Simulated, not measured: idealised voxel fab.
This section sets out a process module, namely voxel self aligned vias.
In the cross-section labelled cut, the width is 285 nm and each square cell is 5 nm.
Just so we're on the same page, the cross-sections are grids of square cells, and they're listed out in bands top to bottom, each band one or more rows deep.
Read a band's entry like this: the first values are the height of its top and the height of its bottom in nm, and what follows is the sequence of materials from left to right, each with its width in nm. Note that "blank" is empty space, and that a single material marked "full width" reaches across the band from edge to edge.
Heads up on the height convention: 0 is the point under which the incoming wafer is all one material, and the lowest band has no bottom, it just keeps going down, like "0 down".
The expression "30 to 40" gives the width at the extremes of the band, the first number at its top row of cells and the second at its bottom row, with the width changing by equal amounts from each row to the next in between.
"no modifications" after a step means that no cell of the cross-section changed.
This entry, "Catalogued sealed voids", enumerates those empty regions of no fewer than 8 cells that possess no open connection to the top. Each region is reported in the form width x height at distance, the distance being taken from the left edge, with all three quantities expressed in nm.
Past the settings on a step's line: simulator remark, on that step.
overlay nm: right-of-plan distance of the mask on a masked step; negative values mean left-of-plan.

Listed below are the process steps as planned
1,RECEIVE,material Si
2,CONFORMAL_DEP,material SiO2,thk nm 15
3,CONFORMAL_DEP,material SiCN,thk nm 5
4,DIRECTIONAL_DEP,material SiO2,thk nm 25
5,DIRECTIONAL_DEP,material aC,thk nm 10
6,PATTERN,tone open,mask id LINES,material resist,width nm 25,pitch nm 65,thk nm 25,overlay nm 0
7,DIRECTIONAL_ETCH,etch materials aC,depth nm 10
8,STRIP,etch materials resist
9,DIRECTIONAL_ETCH,etch materials SiO2,depth nm 25
10,STRIP,etch materials aC
11,CONFORMAL_DEP,material TiN,thk nm 5
12,FILL_DEP,material Ru,thk nm 5
13,CMP,height nm 45
14,SELECTIVE_ETCH,etch materials W Ru TiN,depth nm 10
15,FILL_DEP,material SiN,thk nm 10
16,CMP,height nm 35
17,DIRECTIONAL_DEP,material SiO2,thk nm 20
18,PATTERN,tone open,mask id VIAS,material resist,width nm 45,pitch nm 130,thk nm 15,overlay nm 0
19,DIRECTIONAL_ETCH,etch materials SiO2,depth nm 20
20,DIRECTIONAL_ETCH,etch materials SiN,depth nm 10
21,STRIP,etch materials resist
22,CONFORMAL_DEP,material TiN,thk nm 5
23,FILL_DEP,material Cu,thk nm 10
24,CMP,height nm 65
25,CONFORMAL_DEP,material SiCN,thk nm 5
Every wafer here starts from the same state; it is the step 16 height nm that distinguishes them, and the value the plan gives belongs to the first wafer.

Received condition of the first of several wafers, sectioned: post-step 1
- 0 down = Si full width
- Catalogued sealed voids: none

Each row below is a wafer at the end of the module, listing for every material the number of cells it has gained (+) or lost (-) since it was received, followed by its closed voids
height nm 35 | +113 Cu | +18 Ru | +114 SiCN | +453 SiO2 | +100 TiN | Catalogued sealed voids: none
height nm 40 | +62 Cu | +18 Ru | +114 SiCN | +5 SiN | +495 SiO2 | +104 TiN | Catalogued sealed voids: none
height nm 45 | +54 Cu | +18 Ru | +114 SiCN | +10 SiN | +537 SiO2 | +65 TiN | Catalogued sealed voids: none
height nm 50 | +48 Cu | +18 Ru | +114 SiCN | +59 SiN | +498 SiO2 | +61 TiN | Catalogued sealed voids: none
height nm 55 | +42 Cu | +18 Ru | +114 SiCN | +108 SiN | +459 SiO2 | +57 TiN | Catalogued sealed voids: none
